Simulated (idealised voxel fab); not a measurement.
A process module follows: voxel self aligned contacts.
220 nm wide, 5 nm square cells: that's cross-section cut.
How to read a cross-section here: the picture is a grid of square cells, written as bands going from the top down, and any band can span one or more rows of cells. Read a band's entry like this: the first values are the height of its top and the height of its bottom in nm, and what follows is the sequence of materials from left to right, each with its width in nm. Note that "blank" is empty space, and that a single material marked "all across" reaches across the band from edge to edge. The reference from which all heights are counted is 0, the level beneath which the as-received wafer is entirely one material; the lowest band, having no lower bound, proceeds downward and is written after the example "z 0 and below". The expression "30..40" gives the width at the extremes of the band, the first number at its top row of cells and the second at its bottom row, with the width changing by equal amounts from each row to the next in between. No cell of the cross-section changed in a step that is given as "remains unaltered". Enclosed voids (no open way to top), threshold 8 cells or more, entry "Closed void table", notation width x height at distance, distance from left edge, nm. Note: text after step settings on the step line = simulator remark on that step. The setting "overlay nm" may be written on the line of a step. When the step uses a mask, the value reports how far to the right of the planned place the mask lay, and a negative value reports that it lay to the left.
-- The steps planned for the process are as follows
1,RECEIVE (material Si)
2,CONFORMAL_DEP (material SiO2; thk nm 5)
3,DIRECTIONAL_DEP (material polySi; thk nm 25)
4,DIRECTIONAL_DEP (material SiN; thk nm 25)
5,PATTERN (tone cover; mask id GATE; material resist; width nm 30; pitch nm 75; thk nm 20; overlay nm 0)
6,DIRECTIONAL_ETCH (etch materials SiN; depth nm 25)
7,DIRECTIONAL_ETCH (etch materials polySi; depth nm 25)
8,STRIP (etch materials resist)
9,CONFORMAL_DEP (material SiN; thk nm 10)
10,DIRECTIONAL_ETCH (etch materials SiN; depth nm 10)
11,FILL_DEP (material SiO2; thk nm 15)
12,CMP (height nm 60)
13,MASKED_ETCH (tone open; mask id CONTACT; width nm 55; etch materials SiO2; depth nm 60; overlay nm 0)
14,CONFORMAL_DEP (material TiN; thk nm 5)
15,FILL_DEP (material W; thk nm 5)
16,CMP (height nm 60)
17,CONFORMAL_DEP (material SiCN; thk nm 5)
-- Wafer, first of two, run as planned
-- The cross-section here shows the wafer as received, i.e. in its state after step 1
	z 0 and below  Si all across
	Closed void table: none
-- After step 2, in cross-section
	z 5 to 0  SiO2 all across
	Under 0: no change, same as before.
-- After step 3, in cross-section
	z 30 to 5  polySi all across
	Under 5: no change, same as before.
-- After step 4, in cross-section
	z 55 to 30  SiN all across
	Under 30: no change, same as before.
-- After step 5, in cross-section
	z 75 to 55  blank=55; resist=30; blank=45; resist=30; blank=60
	Under 55: no change, same as before.
-- After step 6, in cross-section
	z 75 to 55  blank=55; resist=30; blank=45; resist=30; blank=60
	z 55 to 30  blank=55; SiN=30; blank=45; SiN=30; blank=60
	Under 30: no change, same as before.
-- After step 7, in cross-section
	z 75 to 55  blank=55; resist=30; blank=45; resist=30; blank=60
	z 55 to 30  blank=55; SiN=30; blank=45; SiN=30; blank=60
	z 30 to 5  blank=55; polySi=30; blank=45; polySi=30; blank=60
	Under 5: no change, same as before.
-- After step 8, in cross-section
	z 55 to 30  blank=55; SiN=30; blank=45; SiN=30; blank=60
	Under 30: no change, same as before.
-- After step 9, in cross-section
	z 65 to 30  blank=45; SiN=50; blank=25; SiN=50; blank=50
	z 30 to 15  blank=45; SiN=10; polySi=30; SiN=10; blank=25; SiN=10; polySi=30; SiN=10; blank=50
	z 15 to 5  SiN=55; polySi=30; SiN=45; polySi=30; SiN=60
	Under 5: no change, same as before.
-- After step 10, in cross-section
	z 55 to 30  blank=45; SiN=50; blank=25; SiN=50; blank=50
	z 30 to 5  blank=45; SiN=10; polySi=30; SiN=10; blank=25; SiN=10; polySi=30; SiN=10; blank=50
	Under 5: no change, same as before.
-- After step 11, in cross-section
	z 70 to 55  SiO2 all across
	z 55 to 30  SiO2=45; SiN=50; SiO2=25; SiN=50; SiO2=50
	z 30 to 5  SiO2=45; SiN=10; polySi=30; SiN=10; SiO2=25; SiN=10; polySi=30; SiN=10; SiO2=50
	Under 5: no change, same as before.
-- After step 12, in cross-section
	z 60 to 55  SiO2 all across
	Under 55: no change, same as before.
-- After step 13, in cross-section
	z 60 to 55  SiO2=80; blank=55; SiO2=85
	z 55 to 30  SiO2=45; SiN=50; blank=25; SiN=50; SiO2=50
	z 30 to 5  SiO2=45; SiN=10; polySi=30; SiN=10; blank=25; SiN=10; polySi=30; SiN=10; SiO2=50
	z 5 to 0  SiO2=95; blank=25; SiO2=100
	Under 0: no change, same as before.
-- After step 14, in cross-section
	z 65 to 60  TiN=85; blank=45; TiN=90
	z 60 to 55  SiO2=80; TiN=20; blank=15; TiN=20; SiO2=85
	z 55 to 30  SiO2=45; SiN=50; TiN=5; blank=15; TiN=5; SiN=50; SiO2=50
	z 30 to 5  SiO2=45; SiN=10; polySi=30; SiN=10; TiN=5; blank=15; TiN=5; SiN=10; polySi=30; SiN=10; SiO2=50
	z 5 to 0  SiO2=95; TiN=25; SiO2=100
	Under 0: no change, same as before.
-- After step 15, in cross-section
	z 70 to 65  W all across
	z 65 to 60  TiN=85; W=45; TiN=90
	z 60 to 55  SiO2=80; TiN=20; W=15; TiN=20; SiO2=85
	z 55 to 30  SiO2=45; SiN=50; TiN=5; W=15; TiN=5; SiN=50; SiO2=50
	z 30 to 5  SiO2=45; SiN=10; polySi=30; SiN=10; TiN=5; W=15; TiN=5; SiN=10; polySi=30; SiN=10; SiO2=50
	Under 5: no change, same as before.
-- After step 16, in cross-section
	z 60 to 55  SiO2=80; TiN=20; W=15; TiN=20; SiO2=85
	Under 55: no change, same as before.
-- After step 17, in cross-section
	z 65 to 60  SiCN all across
	Under 60: no change, same as before.
-- Notes, second wafer: start = first wafer's, plan = first wafer's, execution had one mistake; history identical to first through step 10
-- Second wafer: cross-section at the scheduled end of step 11
	z 70 to 55  polySi all across
	z 55 to 30  polySi=45; SiN=50; polySi=25; SiN=50; polySi=50
	z 30 to 5  polySi=45; SiN=10; polySi=30; SiN=10; polySi=25; SiN=10; polySi=30; SiN=10; polySi=50
	Under 5: no change, same as before.
-- Second wafer: cross-section at the scheduled end of step 12
	z 60 to 55  polySi all across
	Under 55: no change, same as before.
Second wafer: cross-section at the scheduled end of step 13: remains unaltered
-- Second wafer: cross-section at the scheduled end of step 14
	z 65 to 60  TiN all across
	Under 60: no change, same as before.
-- Second wafer: cross-section at the scheduled end of step 15
	z 70 to 65  W all across
	Under 65: no change, same as before.
-- Second wafer: cross-section at the scheduled end of step 16
	z 60 to 55  polySi all across
	Under 55: no change, same as before.
-- Second wafer: cross-section at the scheduled end of step 17
	z 65 to 60  SiCN all across
	Under 60: no change, same as before.
Short version of what went wrong: step 11 changed vs plan, executed as FILL_DEP (material polySi; thk nm 15)
At the finish, the second wafer shows more or fewer cells for some materials than the first does: 218 fewer of SiO2 | 33 fewer of TiN | 33 fewer of W | 284 more of polySi
